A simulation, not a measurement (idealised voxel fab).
voxel transistor to metal: a process module
This is section cut - it's 210 nm across, gridded in 5 nm square cells.
A cross-section is a grid of square cells, given in bands from the top down. A band is one or more rows of cells.
This entry defines a band. It first specifies the height of the band's top and the height of its bottom in nm, and then specifies the band's materials from left to right, stating each material with its width in nm. The word "everywhere" identifies a single material that fills the band from edge to edge, while the word "blank" identifies empty space.
The level at which height equals 0 is the one under which the wafer, as it arrives, is entirely one material. No lower edge exists for the bottom band, which continues downward and is notated as in "0 nm and below".
The notation "30->40" denotes a width that varies across the rows of cells in the band, beginning at the first number in the top row, finishing at the second number in the bottom row, and changing by an identical amount from each row to the next.
Any step labelled "everything unchanged" changed none of the cells in the cross-section.
"Unvented voids" lists enclosed empty spaces (at least 8 cells, no open path upward to the top), each as width x height at distance from the left edge, in nm.
Heads up: the bit after the settings on a step's line is the simulator's remark on that step.
The optional step-line setting "overlay nm" applies to steps with a mask and quantifies how far to the right of its planned location the mask lay, a negative value indicating leftward placement.

[Process steps foreseen in the plan]
1: RECEIVE [material Si]
2: OXIDIZE [depth nm 5]
3: CONFORMAL_DEP [material SiN] [thk nm 10]
4: PATTERN [tone cover] [mask id ACTIVE] [material resist] [width nm 95] [thk nm 15] [overlay nm 0]
5: DIRECTIONAL_ETCH [etch materials SiN] [depth nm 10]
6: DIRECTIONAL_ETCH [etch materials SiO2] [depth nm 5]
7: DIRECTIONAL_ETCH [etch materials Si] [depth nm 35]
8: STRIP [etch materials resist]
9: OXIDIZE [depth nm 5]
10: FILL_DEP [material SiO2] [thk nm 5]
11: CMP [height nm 10]
12: SELECTIVE_ETCH [etch materials SiO2] [depth nm 10]
13: STRIP [etch materials SiN]
14: SELECTIVE_ETCH [etch materials SiO2] [depth nm 5]
15: OXIDIZE [depth nm 5]
16: DIRECTIONAL_DEP [material polySi] [thk nm 25]
17: DIRECTIONAL_DEP [material SiCN] [thk nm 10]
18: MASKED_ETCH [tone cover] [mask id GATE] [width nm 15] [etch materials SiCN] [depth nm 20] [overlay nm 0]
19: MASKED_ETCH [tone cover] [mask id GATE] [width nm 15] [etch materials polySi] [depth nm 35] [overlay nm 0]
20: CONFORMAL_DEP [material SiN] [thk nm 10]
21: DIRECTIONAL_ETCH [etch materials SiN] [depth nm 10]
22: DIRECTIONAL_ETCH [etch materials SiO2] [depth nm 5]
23: DIRECTIONAL_ETCH [etch materials Si] [depth nm 10]
24: EPI [material nSi] [thk nm 15]
25: FILL_DEP [material SiO2] [thk nm 5]
26: CMP [height nm 30]
27: DIRECTIONAL_DEP [material SiO2] [thk nm 15]
28: MASKED_ETCH [tone open] [mask id CONTACT] [width nm 15] [pitch nm 60] [etch materials SiO2] [depth nm 50] [overlay nm 0]
29: CONFORMAL_DEP [material TiN] [thk nm 5]
30: FILL_DEP [material W] [thk nm 10]
31: CMP [height nm 45]
32: DIRECTIONAL_DEP [material TiN] [thk nm 5]
33: DIRECTIONAL_DEP [material W] [thk nm 25]
34: PATTERN [tone cover] [mask id METAL_1] [material resist] [width nm 15] [pitch nm 60] [thk nm 15] [overlay nm 0]
35: DIRECTIONAL_ETCH [etch materials W] [depth nm 25]
36: DIRECTIONAL_ETCH [etch materials TiN] [depth nm 5]
37: STRIP [etch materials resist]
38: FILL_DEP [material lowk] [thk nm 10]
39: CMP [height nm 75]
40: CONFORMAL_DEP [material SiN] [thk nm 5]

[Incoming wafer, cross-sectional view, post step 1]
0 nm and below: Si everywhere
Unvented voids: none

[Starting structure and process plan are as shown above, but one mistake was made in running the module; the wafer cross-section at the end of the module follows]
80 nm to 75 nm: SiN everywhere
75 nm to 50 nm: 65 nm lowk  15 nm W  45 nm lowk  15 nm W  70 nm lowk
50 nm to 45 nm: 65 nm lowk  15 nm TiN  45 nm lowk  15 nm TiN  70 nm lowk
45 nm to 35 nm: 75 nm SiO2  5 nm TiN  5 nm W  5 nm TiN  45 nm SiO2  5 nm TiN  5 nm W  5 nm TiN  60 nm SiO2
35 nm to 30 nm: 75 nm SiO2  15 nm TiN  45 nm SiO2  5 nm TiN  5 nm W  5 nm TiN  60 nm SiO2
30 nm to 20 nm: 75 nm SiO2  10 nm TiN  10 nm SiN  15 nm SiCN  10 nm SiN  15 nm SiO2  5 nm TiN  5 nm W  5 nm TiN  60 nm SiO2
20 nm to 5 nm: 75 nm SiO2  10 nm TiN  10 nm SiN  15 nm polySi  10 nm SiN  15 nm SiO2  5 nm TiN  5 nm W  5 nm TiN  60 nm SiO2
5 nm to 0 nm: 70 nm SiO2  15 nm nSi  10 nm SiN  15 nm polySi  10 nm SiN  15 nm nSi  5 nm TiN  5 nm W  5 nm TiN  60 nm SiO2
0 nm to -5 nm: 70 nm SiO2  15 nm nSi  10 nm SiN  15 nm polySi  10 nm SiN  15 nm nSi  15 nm TiN  60 nm SiO2
-5 nm to -10 nm: 55 nm SiO2  30 nm nSi  35 nm SiO2  30 nm nSi  60 nm SiO2
-10 nm to -20 nm: 60 nm SiO2  25 nm nSi  35 nm Si  25 nm nSi  65 nm SiO2
-20 nm to -45 nm: 60 nm SiO2  85 nm Si  65 nm SiO2
-45 nm and below: Si everywhere
Unvented voids: none
Misprocessing identified: step 28, actual vs plan mismatch, actual run MASKED_ETCH [tone open] [mask id CONTACT] [width nm 15] [pitch nm 60] [etch materials SiO2] [depth nm 50] [overlay nm 10]
